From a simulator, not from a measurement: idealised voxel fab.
process module | voxel gate over fins
cross-section cut | 185 nm wide | cells 5 nm
A cross-section is a grid of square cells, given in bands from the top down. A band is one or more rows of cells.
Each band's line starts with the height of the band's top and of its bottom, in nm. Then come its materials from left to right, each with its width in nm. One material with "throughout" fills the band from edge to edge. "air" is empty space.
Height 0 is the level under which the wafer as received is all one material. The lowest band goes on downwards, as in "0 down".
A width such as "30 to 40" changes by the same amount from each row of cells to the next, from the band's top row to its bottom row.
"no change" after a step means that no cell of the cross-section changed.
closed voids: empty space of 8 cells or more with no open way to the top, each as width x height at its distance from the left edge, in nm
after a step's settings: what the simulator itself notes on the step
overlay nm, on a step with a mask: how far to the right of its planned place the mask lay; to the left if negative
plan
1 op RECEIVE | material Si
2 op CONFORMAL_DEP | material SiN | thk nm 10
3 op PATTERN | tone cover | mask id FINS | material resist | width nm 15 | pitch nm 45 | thk nm 15 | overlay nm 0
4 op DIRECTIONAL_ETCH | etch materials SiN | depth nm 10
5 op DIRECTIONAL_ETCH | etch materials Si | depth nm 35
6 op STRIP | etch materials resist
7 op OXIDIZE | depth nm 5
8 op FILL_DEP | material SiO2 | thk nm 5
9 op CMP | height nm 10
10 op SELECTIVE_ETCH | etch materials SiO2 | depth nm 25
11 op STRIP | etch materials SiN
12 op CONFORMAL_DEP | material HfO2 | thk nm 5
13 op CONFORMAL_DEP | material TiN | thk nm 5
14 op FILL_DEP | material W | thk nm 10
15 op CMP | height nm 15
16 op CONFORMAL_DEP | material SiCN | thk nm 5
as received, after step 1
  0 down: Si throughout
  closed voids: none
first wafer at the end, as planned
  20 to 15: SiCN throughout
  15 to 10: W throughout
  10 to 5: W 55 | TiN 25 | W 20 | TiN 25 | W 60
  5 to 0: W 55 | TiN 5 | HfO2 15 | TiN 5 | W 20 | TiN 5 | HfO2 15 | TiN 5 | W 60
  0 to -5: W 55 | TiN 5 | HfO2 5 | Si 5 | HfO2 5 | TiN 5 | W 20 | TiN 5 | HfO2 5 | Si 5 | HfO2 5 | TiN 5 | W 60
  -5 to -10: TiN 60 | HfO2 5 | Si 5 | HfO2 5 | TiN 30 | HfO2 5 | Si 5 | HfO2 5 | TiN 65
  -10 to -15: HfO2 65 | Si 5 | HfO2 40 | Si 5 | HfO2 70
  -15 to -40: SiO2 65 | Si 5 | SiO2 40 | Si 5 | SiO2 70
  -40 down: Si throughout
  closed voids: none
second wafer at the end: like start, like plan, one mistake
  20 to 15: SiCN throughout
  15 to 10: W throughout
  10 to 5: W 55 | HfO2 25 | W 20 | HfO2 25 | W 60
  5 to 0: W 55 | HfO2 5 | TiN 15 | HfO2 5 | W 20 | HfO2 5 | TiN 15 | HfO2 5 | W 60
  0 to -5: W 55 | HfO2 5 | TiN 5 | Si 5 | TiN 5 | HfO2 5 | W 20 | HfO2 5 | TiN 5 | Si 5 | TiN 5 | HfO2 5 | W 60
  -5 to -10: HfO2 60 | TiN 5 | Si 5 | TiN 5 | HfO2 30 | TiN 5 | Si 5 | TiN 5 | HfO2 65
  -10 to -15: TiN 65 | Si 5 | TiN 40 | Si 5 | TiN 70
  -15 to -40: SiO2 65 | Si 5 | SiO2 40 | Si 5 | SiO2 70
  -40 down: Si throughout
  closed voids: none
what went wrong: steps 12 and 13 were swapped
at the end the second wafer has, in cells: as many of each material as the first, in other places
